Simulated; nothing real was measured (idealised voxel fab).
process module | voxel gate over fins
cross-section cut | 225 nm wide | cells 5 nm
A cross-section is a grid of square cells, given in bands from the top down. A band is one or more rows of cells.
Each band's line starts with the height of the band's top and of its bottom, in nm. Then come its materials from left to right, each with its width in nm. One material with "throughout" fills the band from edge to edge. "air" is empty space.
Height 0 is the level under which the wafer as received is all one material. The lowest band goes on downwards, as in "0 down".
A width such as "30 to 40" changes by the same amount from each row of cells to the next, from the band's top row to its bottom row.
"no change" after a step means that no cell of the cross-section changed.
closed voids: empty space of 8 cells or more with no open way to the top, each as width x height at its distance from the left edge, in nm
after a step's settings: what the simulator itself notes on the step
overlay nm, on a step with a mask: how far to the right of its planned place the mask lay; to the left if negative
plan
1 op RECEIVE | material Si
2 op CONFORMAL_DEP | material SiN | thk nm 5
3 op DIRECTIONAL_DEP | material aC | thk nm 15
4 op PATTERN | tone cover | mask id FINS | material resist | width nm 15 | pitch nm 40 | thk nm 35 | overlay nm 0
5 op DIRECTIONAL_ETCH | etch materials aC | depth nm 15
6 op STRIP | etch materials resist
7 op DIRECTIONAL_ETCH | etch materials SiN | depth nm 5
8 op DIRECTIONAL_ETCH | etch materials Si | depth nm 35
9 op STRIP | etch materials aC
10 op OXIDIZE | depth nm 5
11 op FILL_DEP | material SiO2 | thk nm 15
12 op CMP | height nm 5
13 op SELECTIVE_ETCH | etch materials SiO2 | depth nm 15
14 op STRIP | etch materials SiN
15 op CONFORMAL_DEP | material HfO2 | thk nm 5
16 op CONFORMAL_DEP | material TiN | thk nm 5
17 op CONFORMAL_DEP | material TiAl | thk nm 5
18 op CONFORMAL_DEP | material TiN | thk nm 5
19 op FILL_DEP | material W | thk nm 10
20 op CMP | height nm 25
21 op CONFORMAL_DEP | material SiCN | thk nm 5
as received, after step 1
  0 down: Si throughout
  closed voids: none
first wafer at the end, as planned
  30 to 25: SiCN throughout
  25 to 20: W throughout
  20 to 15: W 30 | TiN 165 | W 30
  15 to 10: W 30 | TiN 5 | TiAl 35 | TiN 5 | TiAl 35 | TiN 5 | TiAl 35 | TiN 5 | TiAl 35 | TiN 5 | W 30
  10 to 5: TiN 35 | TiAl 5 | TiN 25 | TiAl 5 | TiN 5 | TiAl 5 | TiN 25 | TiAl 5 | TiN 5 | TiAl 5 | TiN 25 | TiAl 5 | TiN 5 | TiAl 5 | TiN 25 | TiAl 5 | TiN 35
  5 to 0: TiAl 40 | TiN 5 | HfO2 15 | TiN 5 | TiAl 15 | TiN 5 | HfO2 15 | TiN 5 | TiAl 15 | TiN 5 | HfO2 15 | TiN 5 | TiAl 15 | TiN 5 | HfO2 15 | TiN 5 | TiAl 40
  0 to -5: TiN 45 | HfO2 5 | Si 5 | HfO2 5 | TiN 25 | HfO2 5 | Si 5 | HfO2 5 | TiN 25 | HfO2 5 | Si 5 | HfO2 5 | TiN 25 | HfO2 5 | Si 5 | HfO2 5 | TiN 45
  -5 to -10: HfO2 50 | Si 5 | HfO2 35 | Si 5 | HfO2 35 | Si 5 | HfO2 35 | Si 5 | HfO2 50
  -10 to -40: SiO2 50 | Si 5 | SiO2 35 | Si 5 | SiO2 35 | Si 5 | SiO2 35 | Si 5 | SiO2 50
  -40 down: Si throughout
  closed voids: none
second wafer at the end: like start, like plan, one mistake
  30 to 25: SiCN throughout
  25 to 20: W throughout
  20 to 10: W 30 | TiN 165 | W 30
  10 to 5: TiN 40 | TiAl 25 | TiN 15 | TiAl 25 | TiN 15 | TiAl 25 | TiN 15 | TiAl 25 | TiN 40
  5 to 0: TiN 40 | TiAl 5 | HfO2 15 | TiAl 5 | TiN 15 | TiAl 5 | HfO2 15 | TiAl 5 | TiN 15 | TiAl 5 | HfO2 15 | TiAl 5 | TiN 15 | TiAl 5 | HfO2 15 | TiAl 5 | TiN 40
  0 to -5: TiAl 45 | HfO2 5 | Si 5 | HfO2 5 | TiAl 25 | HfO2 5 | Si 5 | HfO2 5 | TiAl 25 | HfO2 5 | Si 5 | HfO2 5 | TiAl 25 | HfO2 5 | Si 5 | HfO2 5 | TiAl 45
  -5 to -10: HfO2 50 | Si 5 | HfO2 35 | Si 5 | HfO2 35 | Si 5 | HfO2 35 | Si 5 | HfO2 50
  -10 to -40: SiO2 50 | Si 5 | SiO2 35 | Si 5 | SiO2 35 | Si 5 | SiO2 35 | Si 5 | SiO2 50
  -40 down: Si throughout
  closed voids: none
what went wrong: steps 16 and 17 were swapped
at the end the second wafer has, in cells: as many of each material as the first, in other places
